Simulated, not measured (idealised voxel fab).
Name of the process module below: voxel double patterning
Cross-section cut: width 265 nm, square cells of 5 nm.
Cross-section, as written here: a square-cell grid given band by band from the top down, where a band holds one or more rows of cells.
Within each band entry, the heights of the top and of the bottom of the band appear first, in that order and in nm; the materials of the band then follow from left to right, each with its corresponding width in nm. The designation "edge to edge" on a single material indicates that it fills the band from edge to edge; the designation "air" indicates empty space.
Height 0 is the level under which the wafer as received is all one material. The lowest band goes on downwards, as in "0..down".
You'd read "30 to 40" like this: the band's top row of cells is as wide as the first number, its bottom row is as wide as the second, and going down, every row changes width by the same amount as the row before did.
Take "nothing got changed" at face value: in the step it is given for, the cross-section changed in none of its cells.
"Fully sealed voids" enumerates empty spaces isolated from the top, with no open way to it, that contain at least 8 cells, giving each as width x height at distance from the left edge, all three in nm.
Whatever follows a step's settings on its line is a remark the simulator itself makes about that step.
For masked steps, "overlay nm" on the step line gives how far right of plan the mask actually lay; a minus sign means it lay to the left.
-- So here's the lineup of process steps we planned
| 1 | op RECEIVE | material Si |
| 2 | op CONFORMAL_DEP | material SiO2 | thk nm 5 |
| 3 | op DIRECTIONAL_DEP | material W | thk nm 15 |
| 4 | op DIRECTIONAL_DEP | material SiCN | thk nm 10 |
| 5 | op PATTERN | tone open | mask id FIRST | material resist | width nm 15 | pitch nm 50 | thk nm 20 | overlay nm 0 |
| 6 | op DIRECTIONAL_ETCH | etch materials SiCN | depth nm 10 |
| 7 | op STRIP | etch materials resist |
| 8 | op MASKED_ETCH | tone open | mask id SECOND | width nm 15 | pitch nm 50 | etch materials SiCN | depth nm 10 | overlay nm 0 |
| 9 | op DIRECTIONAL_ETCH | etch materials W | depth nm 15 |
| 10 | op STRIP | etch materials SiCN |
-- Wafer at receipt (post step 1), cross-section
> 0..down | Si edge to edge
> Fully sealed voids: none
-- Post-module cross-section of the first of two wafers (run per plan)
> 20..5 | W 75 nm; air 15 nm; W 10 nm; air 15 nm; W 10 nm; air 15 nm; W 10 nm; air 15 nm; W 10 nm; air 15 nm; W 75 nm
> 5..0 | SiO2 edge to edge
> 0..down | Si edge to edge
> Fully sealed voids: none
-- Cross-section, second wafer: same start as the first, same plan as the first, one mistake in running it; taken at the end of the module
> 20..5 | air 75 nm; W 15 nm; air 35 nm; W 15 nm; air 35 nm; W 15 nm; air 75 nm
> 5..0 | SiO2 edge to edge
> 0..down | Si edge to edge
> Fully sealed voids: none
What was the processing mistake? step 5 was processed under conditions differing from the plan, specifically as op PATTERN | tone cover | mask id FIRST | material resist | width nm 15 | pitch nm 50 | thk nm 20 | overlay nm 0
FYI, end of process, the second wafer has more or fewer cells of some materials than the first: W: 87 fewer
